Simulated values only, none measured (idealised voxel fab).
process module | voxel fin reveal
cross-section cut | 295 nm wide | cells 5 nm
A cross-section is a grid of square cells, given in bands from the top down. A band is one or more rows of cells.
Each band's line starts with the height of the band's top and of its bottom, in nm. Then come its materials from left to right, each with its width in nm. One material with "throughout" fills the band from edge to edge. "air" is empty space.
Height 0 is the level under which the wafer as received is all one material. The lowest band goes on downwards, as in "0 down".
A width such as "30 to 40" changes by the same amount from each row of cells to the next, from the band's top row to its bottom row.
"no change" after a step means that no cell of the cross-section changed.
closed voids: empty space of 8 cells or more with no open way to the top, each as width x height at its distance from the left edge, in nm
after a step's settings: what the simulator itself notes on the step
overlay nm, on a step with a mask: how far to the right of its planned place the mask lay; to the left if negative
plan
1 op RECEIVE | material Si
2 op CONFORMAL_DEP | material SiN | thk nm 5
3 op PATTERN | tone cover | mask id FINS | material resist | width nm 15 | pitch nm 40 | thk nm 15 | overlay nm 0
4 op DIRECTIONAL_ETCH | etch materials SiN | depth nm 5
5 op DIRECTIONAL_ETCH | etch materials Si | depth nm 40
6 op STRIP | etch materials resist
7 op FILL_DEP | material SiO2 | thk nm 5
8 op CMP | height nm 5
9 op SELECTIVE_ETCH | etch materials SiO2 | depth nm 20
10 op STRIP | etch materials SiN
11 op CONFORMAL_DEP | material SiO2 | thk nm 5
varied across the wafers: depth nm of step 9. The plan shows the first wafer's value. All wafers start alike
first wafer as received, after step 1
  0 down: Si throughout
  closed voids: none
first wafer at the end, after step 11
  5 to 0: air 75 | SiO2 25 | air 15 | SiO2 25 | air 15 | SiO2 25 | air 15 | SiO2 25 | air 75
  0 to -10: air 75 | SiO2 5 | Si 15 | SiO2 5 | air 15 | SiO2 5 | Si 15 | SiO2 5 | air 15 | SiO2 5 | Si 15 | SiO2 5 | air 15 | SiO2 5 | Si 15 | SiO2 5 | air 75
  -10 to -40: SiO2 80 | Si 15 | SiO2 25 | Si 15 | SiO2 25 | Si 15 | SiO2 25 | Si 15 | SiO2 80
  -40 down: Si throughout
  closed voids: none
last wafer at the end
  5 to 0: air 75 | SiO2 25 | air 15 | SiO2 25 | air 15 | SiO2 25 | air 15 | SiO2 25 | air 75
  0 to -35: air 75 | SiO2 5 | Si 15 | SiO2 5 | air 15 | SiO2 5 | Si 15 | SiO2 5 | air 15 | SiO2 5 | Si 15 | SiO2 5 | air 15 | SiO2 5 | Si 15 | SiO2 5 | air 75
  -35 to -40: SiO2 80 | Si 15 | SiO2 25 | Si 15 | SiO2 25 | Si 15 | SiO2 25 | Si 15 | SiO2 80
  -40 down: Si throughout
  closed voids: none
each wafer at the end: cells of each material gained (+) or lost (-) since it was received, then its closed voids
depth nm 20 | -376 Si | +318 SiO2 | closed voids: none
depth nm 25 | -376 Si | +279 SiO2 | closed voids: none
depth nm 30 | -376 Si | +240 SiO2 | closed voids: none
depth nm 35 | -376 Si | +201 SiO2 | closed voids: none
depth nm 40 | -376 Si | +162 SiO2 | closed voids: none
depth nm 45 | -376 Si | +123 SiO2 | closed voids: none
